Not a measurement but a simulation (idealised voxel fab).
process module | voxel released beams
cross-section cut | 240 nm wide | cells 5 nm
A cross-section is a grid of square cells, given in bands from the top down. A band is one or more rows of cells.
Each band's line starts with the height of the band's top and of its bottom, in nm. Then come its materials from left to right, each with its width in nm. One material with "throughout" fills the band from edge to edge. "air" is empty space.
Height 0 is the level under which the wafer as received is all one material. The lowest band goes on downwards, as in "0 down".
A width such as "30 to 40" changes by the same amount from each row of cells to the next, from the band's top row to its bottom row.
"no change" after a step means that no cell of the cross-section changed.
closed voids: empty space of 8 cells or more with no open way to the top, each as width x height at its distance from the left edge, in nm
after a step's settings: what the simulator itself notes on the step
overlay nm, on a step with a mask: how far to the right of its planned place the mask lay; to the left if negative
plan
1 op RECEIVE | material Si
2 op CONFORMAL_DEP | material Al2O3 | thk nm 10
3 op DIRECTIONAL_DEP | material SiO2 | thk nm 10
4 op DIRECTIONAL_DEP | material aC | thk nm 15
5 op PATTERN | tone open | mask id ANCHOR | material resist | width nm 45 | thk nm 35 | overlay nm 0
6 op DIRECTIONAL_ETCH | etch materials aC | depth nm 15
7 op STRIP | etch materials resist
8 op DIRECTIONAL_ETCH | etch materials SiO2 | depth nm 10
9 op STRIP | etch materials aC
10 op CONFORMAL_DEP | material W | thk nm 15
11 op DIRECTIONAL_DEP | material aC | thk nm 15
12 op PATTERN | tone cover | mask id BEAM | material resist | width nm 110 | thk nm 30 | overlay nm 0
13 op DIRECTIONAL_ETCH | etch materials aC | depth nm 15
14 op STRIP | etch materials resist
15 op DIRECTIONAL_ETCH | etch materials W | depth nm 15
16 op STRIP | etch materials aC
17 op STRIP | etch materials SiO2
as received, after step 1
  0 down: Si throughout
  closed voids: none
first wafer at the end, as planned
  35 to 25: air 60 | W 20 | air 15 | W 75 | air 70
  25 to 20: air 60 | W 110 | air 70
  20 to 10: air 65 | W 45 | air 130
  10 to 0: Al2O3 throughout
  0 down: Si throughout
  closed voids: none
second wafer at the end: like start, like plan, one mistake
  50 to 35: air 60 | W 110 | air 70
  35 to 20: W throughout
  20 to 10: SiO2 65 | W 45 | SiO2 130
  10 to 0: Al2O3 throughout
  0 down: Si throughout
  closed voids: none
what went wrong: step 10 was run twice
at the end the second wafer has, in cells: 78 more of SiO2 | 150 more of W
